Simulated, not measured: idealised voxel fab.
The following process module bears the name voxel transistor to metal.
cross-section cut | 155 nm wide | cells 5 nm
A cross-section is a grid of square cells, given in bands from the top down. A band is one or more rows of cells.
Look at the band entry: it leads with the top's height and the bottom's height in nm. Then it lists the materials left to right, with a width in nm for each. The word "full width" on a single material says that material fills the band edge to edge. The word "air" is empty space.
Basically, 0 is our baseline, since under it the wafer straight out of the box is all one material. The bottom band has no lower end and keeps on going down, so it looks like "z 0 and below".
Width "30..40": first value at the band's top row of cells, second value at its bottom row, equal change from row to row.
Step marked "no modifications"? Then no cell in the cross-section changed in it.
Listed in "Internal closed voids": every empty space of 8 or more cells without an open way to the top. Form: width x height at distance, the distance being from the left edge, all in nm.
Post-settings text on a step line: simulator's own remark regarding the step.
"overlay nm" denotes, for a step that has a mask, the displacement of the mask to the right of its planned place, with negative values corresponding to the left.

### The steps planned for the process are as follows
| 1 | RECEIVE | material Si |
| 2 | OXIDIZE | depth nm 5 |
| 3 | CONFORMAL_DEP | material SiN | thk nm 15 |
| 4 | MASKED_ETCH | tone cover | mask id ACTIVE | width nm 95 | etch materials SiN | depth nm 15 | overlay nm 0 |
| 5 | MASKED_ETCH | tone cover | mask id ACTIVE | width nm 95 | etch materials SiO2 | depth nm 5 | overlay nm 0 |
| 6 | MASKED_ETCH | tone cover | mask id ACTIVE | width nm 95 | etch materials Si | depth nm 25 | overlay nm 0 |
| 7 | OXIDIZE | depth nm 5 |
| 8 | FILL_DEP | material SiO2 | thk nm 5 |
| 9 | CMP | height nm 15 |
| 10 | SELECTIVE_ETCH | etch materials SiO2 | depth nm 10 |
| 11 | STRIP | etch materials SiN |
| 12 | SELECTIVE_ETCH | etch materials SiO2 | depth nm 5 |
| 13 | OXIDIZE | depth nm 5 |
| 14 | DIRECTIONAL_DEP | material polySi | thk nm 20 |
| 15 | DIRECTIONAL_DEP | material SiCN | thk nm 10 |
| 16 | MASKED_ETCH | tone cover | mask id GATE | width nm 15 | etch materials SiCN | depth nm 20 | overlay nm 0 |
| 17 | MASKED_ETCH | tone cover | mask id GATE | width nm 15 | etch materials polySi | depth nm 30 | overlay nm 0 |
| 18 | CONFORMAL_DEP | material SiO2 | thk nm 5 |
| 19 | DIRECTIONAL_ETCH | etch materials SiO2 | depth nm 5 |
| 20 | CONFORMAL_DEP | material SiN | thk nm 10 |
| 21 | DIRECTIONAL_ETCH | etch materials SiN | depth nm 10 |
| 22 | DIRECTIONAL_ETCH | etch materials SiO2 | depth nm 5 |
| 23 | DIRECTIONAL_ETCH | etch materials Si | depth nm 15 |
| 24 | EPI | material pSi | thk nm 20 |
| 25 | FILL_DEP | material SiO2 | thk nm 10 |
| 26 | CMP | height nm 25 |
| 27 | DIRECTIONAL_DEP | material SiO2 | thk nm 15 |
| 28 | PATTERN | tone open | mask id CONTACT | material resist | width nm 20 | pitch nm 65 | thk nm 15 | overlay nm 0 |
| 29 | DIRECTIONAL_ETCH | etch materials SiO2 | depth nm 30 |
| 30 | STRIP | etch materials resist |
| 31 | CONFORMAL_DEP | material TiN | thk nm 5 |
| 32 | FILL_DEP | material W | thk nm 5 |
| 33 | CMP | height nm 40 |
| 34 | DIRECTIONAL_DEP | material TiN | thk nm 5 |
| 35 | DIRECTIONAL_DEP | material Ru | thk nm 25 |
| 36 | PATTERN | tone cover | mask id METAL_1 | material resist | width nm 20 | pitch nm 65 | thk nm 15 | overlay nm 0 |
| 37 | DIRECTIONAL_ETCH | etch materials Ru | depth nm 25 |
| 38 | DIRECTIONAL_ETCH | etch materials TiN | depth nm 5 |
| 39 | STRIP | etch materials resist |
| 40 | FILL_DEP | material lowk | thk nm 10 |
| 41 | CMP | height nm 70 |
| 42 | CONFORMAL_DEP | material SiCN | thk nm 5 |
| 43 | DIRECTIONAL_DEP | material SiO2 | thk nm 35 |
| 44 | MASKED_ETCH | tone open | mask id METAL_2_HOLES | width nm 15 | pitch nm 65 | etch materials SiO2 | depth nm 35 | overlay nm 0 |
| 45 | PATTERN | tone open | mask id METAL_2 | material resist | width nm 20 | pitch nm 65 | thk nm 20 | overlay nm 0 |
| 46 | DIRECTIONAL_ETCH | etch materials SiO2 | depth nm 20 |
| 47 | DIRECTIONAL_ETCH | etch materials SiCN | depth nm 5 |
| 48 | STRIP | etch materials resist |
| 49 | CONFORMAL_DEP | material TiN | thk nm 5 |
| 50 | FILL_DEP | material Ru | thk nm 5 |
| 51 | CMP | height nm 110 |
| 52 | CONFORMAL_DEP | material SiCN | thk nm 5 |

### Incoming wafer, cross-sectional view, post step 1
	z 0 and below: Si full width
	Internal closed voids: none

### First of two wafers: cross-section at end of module, run per plan
	z 115 to 110: SiCN full width
	z 110 to 95: SiO2 35, TiN 5, Ru 10, TiN 5, SiO2 45, TiN 5, Ru 10, TiN 5, SiO2 35
	z 95 to 90: SiO2 35, TiN 5, Ru 5, TiN 10, SiO2 45, TiN 5, Ru 5, TiN 10, SiO2 35
	z 90 to 75: SiO2 35, TiN 5, Ru 5, TiN 5, SiO2 50, TiN 5, Ru 5, TiN 5, SiO2 40
	z 75 to 70: SiCN 35, TiN 15, SiCN 50, TiN 15, SiCN 40
	z 70 to 45: lowk 35, Ru 20, lowk 45, Ru 20, lowk 35
	z 45 to 40: lowk 35, TiN 20, lowk 45, TiN 20, lowk 35
	z 40 to 25: SiO2 35, TiN 5, W 10, TiN 5, SiO2 45, TiN 5, W 10, TiN 5, SiO2 35
	z 25 to 15: SiO2 35, TiN 5, W 10, TiN 5, SiN 10, SiO2 5, SiCN 15, SiO2 5, SiN 10, TiN 5, W 10, TiN 5, SiO2 35
	z 15 to 10: SiO2 35, TiN 20, SiN 10, SiO2 5, polySi 15, SiO2 5, SiN 10, TiN 20, SiO2 35
	z 10 to 0: SiO2 30, pSi 25, SiN 10, SiO2 5, polySi 15, SiO2 5, SiN 10, pSi 25, SiO2 30
	z 0 to -5: SiO2 30, SiN 10, pSi 15, SiN 10, SiO2 5, polySi 15, SiO2 5, SiN 10, pSi 15, SiN 10, SiO2 30
	z -5 to -10: SiO2 40, pSi 15, SiO2 45, pSi 15, SiO2 40
	z -10 to -25: SiO2 35, Si 5, pSi 15, Si 45, pSi 15, Si 5, SiO2 35
	z -25 to -35: SiO2 35, Si 85, SiO2 35
	z -35 and below: Si full width
	Internal closed voids: none

### End of module, second wafer, cross-section. Started like the first, planned like the first, run with one mistake
	z 115 to 110: SiCN full width
	z 110 to 95: SiO2 35, TiN 5, Ru 10, TiN 5, SiO2 45, TiN 5, Ru 10, TiN 5, SiO2 35
	z 95 to 90: SiO2 35, TiN 5, Ru 5, TiN 10, SiO2 45, TiN 5, Ru 5, TiN 10, SiO2 35
	z 90 to 75: SiO2 35, TiN 5, Ru 5, TiN 5, SiO2 50, TiN 5, Ru 5, TiN 5, SiO2 40
	z 75 to 70: SiCN 35, TiN 15, SiCN 50, TiN 15, SiCN 40
	z 70 to 45: lowk 35, Ru 20, lowk 45, Ru 20, lowk 35
	z 45 to 40: lowk 35, TiN 20, lowk 45, TiN 20, lowk 35
	z 40 to 25: SiO2 35, TiN 5, W 10, TiN 5, SiO2 45, TiN 5, W 10, TiN 5, SiO2 35
	z 25 to 15: SiO2 35, TiN 5, W 10, TiN 5, SiN 10, SiO2 5, SiCN 15, SiO2 5, SiN 10, TiN 5, W 10, TiN 5, SiO2 35
	z 15 to 10: SiO2 35, TiN 20, SiN 10, SiO2 5, polySi 15, SiO2 5, SiN 10, TiN 20, SiO2 35
	z 10 to 0: SiO2 35, pSi 20, SiN 10, SiO2 5, polySi 15, SiO2 5, SiN 10, pSi 20, SiO2 35
	z 0 to -5: SiO2 20, SiN 10, pSi 25, SiN 10, SiO2 5, polySi 15, SiO2 5, SiN 10, pSi 25, SiN 10, SiO2 20
	z -5 to -10: SiO2 20, SiN 10, pSi 25, SiO2 45, pSi 25, SiN 10, SiO2 20
	z -10 to -15: SiO2 20, SiN 10, SiO2 10, pSi 15, Si 45, pSi 15, SiO2 10, SiN 10, SiO2 20
	z -15 to -20: SiO2 40, pSi 15, Si 45, pSi 15, SiO2 40
	z -20 to -25: SiO2 35, Si 5, pSi 15, Si 45, pSi 15, Si 5, SiO2 35
	z -25 to -35: SiO2 35, Si 85, SiO2 35
	z -35 and below: Si full width
	Internal closed voids: none
Misprocessing identified: steps 10 and 11 traded places in the executed sequence
Counted in cells at the end, the second wafer holds more or fewer of these materials than the first: Si: 4 fewer | SiN: 8 more | SiO2: 8 fewer | pSi: 4 more
